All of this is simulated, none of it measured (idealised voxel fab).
Process module, titled voxel self aligned contacts
Square cell edge 5 nm, section width 225 nm, ID cut.
A cross-section is a grid of square cells, given in bands from the top down. A band is one or more rows of cells.
Per band: top height and bottom height in nm, followed by the left-to-right materials and their widths in nm; "all across" marks a single material spanning edge to edge, "empty" marks empty space.
Heads up on the height convention: 0 is the point under which the incoming wafer is all one material, and the lowest band has no bottom, it just keeps going down, like "z 0 and below".
Note: "30->40" means the width goes from the first number (top row of the band) to the second number (bottom row) in equal steps per row of cells.
Where the words "no change occurred" appear for a step, the cross-section shows no cell changed by that step; every cell remained as before.
The label "Closed empty spaces" introduces a list of the empty spaces, 8 cells or larger, that have no open way up to the top; each entry in it reads width x height at distance, where the distance is taken from the left edge and all three are stated in nm.
The remark found on a step's line after its settings is issued by the simulator itself and pertains to that step.
Steps that use a mask can have "overlay nm" on their line. It says how far the mask sat to the right of where it was meant to be. Negative means to the left.

## Set out below are the planned steps of the process
1,RECEIVE: material Si
2,CONFORMAL_DEP: material SiO2, thk nm 5
3,DIRECTIONAL_DEP: material polySi, thk nm 20
4,DIRECTIONAL_DEP: material SiN, thk nm 20
5,DIRECTIONAL_DEP: material aC, thk nm 15
6,PATTERN: tone cover, mask id GATE, material resist, width nm 35, pitch nm 75, thk nm 35, overlay nm 0
7,DIRECTIONAL_ETCH: etch materials aC, depth nm 15
8,STRIP: etch materials resist
9,DIRECTIONAL_ETCH: etch materials SiN, depth nm 20
10,DIRECTIONAL_ETCH: etch materials polySi, depth nm 20
11,STRIP: etch materials aC
12,CONFORMAL_DEP: material SiN, thk nm 10
13,DIRECTIONAL_ETCH: etch materials SiN, depth nm 10
14,FILL_DEP: material SiO2, thk nm 15
15,CMP: height nm 55
16,PATTERN: tone open, mask id CONTACT, material resist, width nm 50, thk nm 20, overlay nm 0
17,DIRECTIONAL_ETCH: etch materials SiO2, depth nm 55
18,STRIP: etch materials resist
19,CONFORMAL_DEP: material TiN, thk nm 5
20,FILL_DEP: material W, thk nm 10
21,CMP: height nm 55
22,CONFORMAL_DEP: material SiCN, thk nm 5

## As-received wafer cross-section (after step 1)
    z 0 and below  Si all across
    Closed empty spaces: none

## First of two wafers: cross-section at end of module, run per plan
    z 60 to 55  SiCN all across
    z 55 to 45  85 of SiO2, 5->20 of TiN, 40->10 of W, 5->20 of TiN, 90 of SiO2
    z 45 to 25  45 of SiO2, 55 of SiN, 5 of TiN, 10 of W, 5 of TiN, 55 of SiN, 50 of SiO2
    z 25 to 5  45 of SiO2, 10 of SiN, 35 of polySi, 10 of SiN, 5 of TiN, 10 of W, 5 of TiN, 10 of SiN, 35 of polySi, 10 of SiN, 50 of SiO2
    z 5 to 0  100 of SiO2, 20 of TiN, 105 of SiO2
    z 0 and below  Si all across
    Closed empty spaces: none

## Here is the second of the two wafers cut open at the end of the module - same start, same plan as the first one, but we made one mistake running it
    z 60 to 55  SiCN all across
    z 55 to 45  85 of SiO2, 5->20 of SiN, 40->10 of W, 5->20 of SiN, 90 of SiO2
    z 45 to 25  45 of SiO2, 60 of SiN, 10 of W, 60 of SiN, 50 of SiO2
    z 25 to 5  45 of SiO2, 10 of SiN, 35 of polySi, 15 of SiN, 10 of W, 15 of SiN, 35 of polySi, 10 of SiN, 50 of SiO2
    z 5 to 0  100 of SiO2, 20 of SiN, 105 of SiO2
    z 0 and below  Si all across
    Closed empty spaces: none
The mistake made against the process plan was this: so step 19 ended up running with a different setting than we planned, it ran as CONFORMAL_DEP: material SiN, thk nm 5
Materials where the second wafer ends with more or fewer cells than the first: +30 SiN, -30 TiN
